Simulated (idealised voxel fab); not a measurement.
Title: Process Module voxel ribs on slabs
Xsec cut, 240 nm wide, square cell size 5 nm.
A cross-section in this document is a grid of square cells, and it is written down as bands, the top band listed before the ones below it; a band is made up of one or more rows of cells. Heads up on the band format: heights come first, top then bottom, in nm. After that it's the materials left to right, each with its width in nm. A single material flagged "all across" fills the whole band edge to edge, and "air" means there's empty space there. Heights are expressed relative to 0, this being the level below which the as-received wafer comprises one material exclusively. The lowest band is unbounded in the downward direction and is denoted as in "0 -> down". When a width is written as two numbers, as in "30 to 40", the first number is the width in the top row of cells of the band and the second is the width in its bottom row, and the width changes by the same amount from each row to the next. Where the words "no change" appear for a step, the cross-section shows no cell changed by that step; every cell remained as before. So "Sealed void list" is basically the list of trapped voids: any empty space of 8 cells or more that can't reach the top through an opening. They're written width x height at distance, the distance being from the left edge, and it's all nm. Past the settings on a step's line: simulator remark, on that step. A step's line can hold "overlay nm"; with a mask on that step, the setting says how far right of the planned place the mask lay, while a negative setting says it lay to the left.
### These are the steps we planned for the process
1 RECEIVE: material Si
2 DIRECTIONAL_DEP: material SiO2, thk nm 30
3 DIRECTIONAL_DEP: material SiN, thk nm 25
4 MASKED_ETCH: tone cover, mask id RIB, width nm 30, etch materials SiN, depth nm 20, overlay nm 0
5 PATTERN: tone cover, mask id SLAB, material resist, width nm 80, thk nm 20, overlay nm 0
6 DIRECTIONAL_ETCH: etch materials SiN, depth nm 5
7 STRIP: etch materials resist
8 FILL_DEP: material SiO2, thk nm 20
9 CMP: height nm 65
10 DIRECTIONAL_DEP: material TiN, thk nm 5
11 MASKED_ETCH: tone cover, mask id HEATER, width nm 40, etch materials TiN, depth nm 5, overlay nm 0
12 CONFORMAL_DEP: material SiO2, thk nm 10
### Incoming wafer in cross-section (state: after step 1)
0 -> down | Si all across
Sealed void list: none
### First of two wafers, end-of-module section, run followed plan
80 -> 75 | 90 of air  60 of SiO2  90 of air
75 -> 70 | SiO2 all across
70 -> 65 | 100 of SiO2  40 of TiN  100 of SiO2
65 -> 55 | SiO2 all across
55 -> 35 | 105 of SiO2  30 of SiN  105 of SiO2
35 -> 30 | 80 of SiO2  80 of SiN  80 of SiO2
30 -> 0 | SiO2 all across
0 -> down | Si all across
Sealed void list: none
### Here is the second of the two wafers cut open at the end of the module - same start, same plan as the first one, but we made one mistake running it
80 -> 75 | 90 of air  60 of SiO2  90 of air
75 -> 70 | SiO2 all across
70 -> 65 | 100 of SiO2  40 of TiN  100 of SiO2
65 -> 55 | SiO2 all across
55 -> 35 | 105 of SiO2  35 of SiN  100 of SiO2
35 -> 30 | 80 of SiO2  80 of SiN  80 of SiO2
30 -> 0 | SiO2 all across
0 -> down | Si all across
Sealed void list: none
Nonconformance to the process plan: it should be noted that step 4 was executed with settings other than those planned, the operation and settings actually applied being MASKED_ETCH: tone cover, mask id RIB, width nm 35, etch materials SiN, depth nm 20, overlay nm 0
Materials where the second wafer ends with more or fewer cells than the first: 4 more of SiN; 4 fewer of SiO2
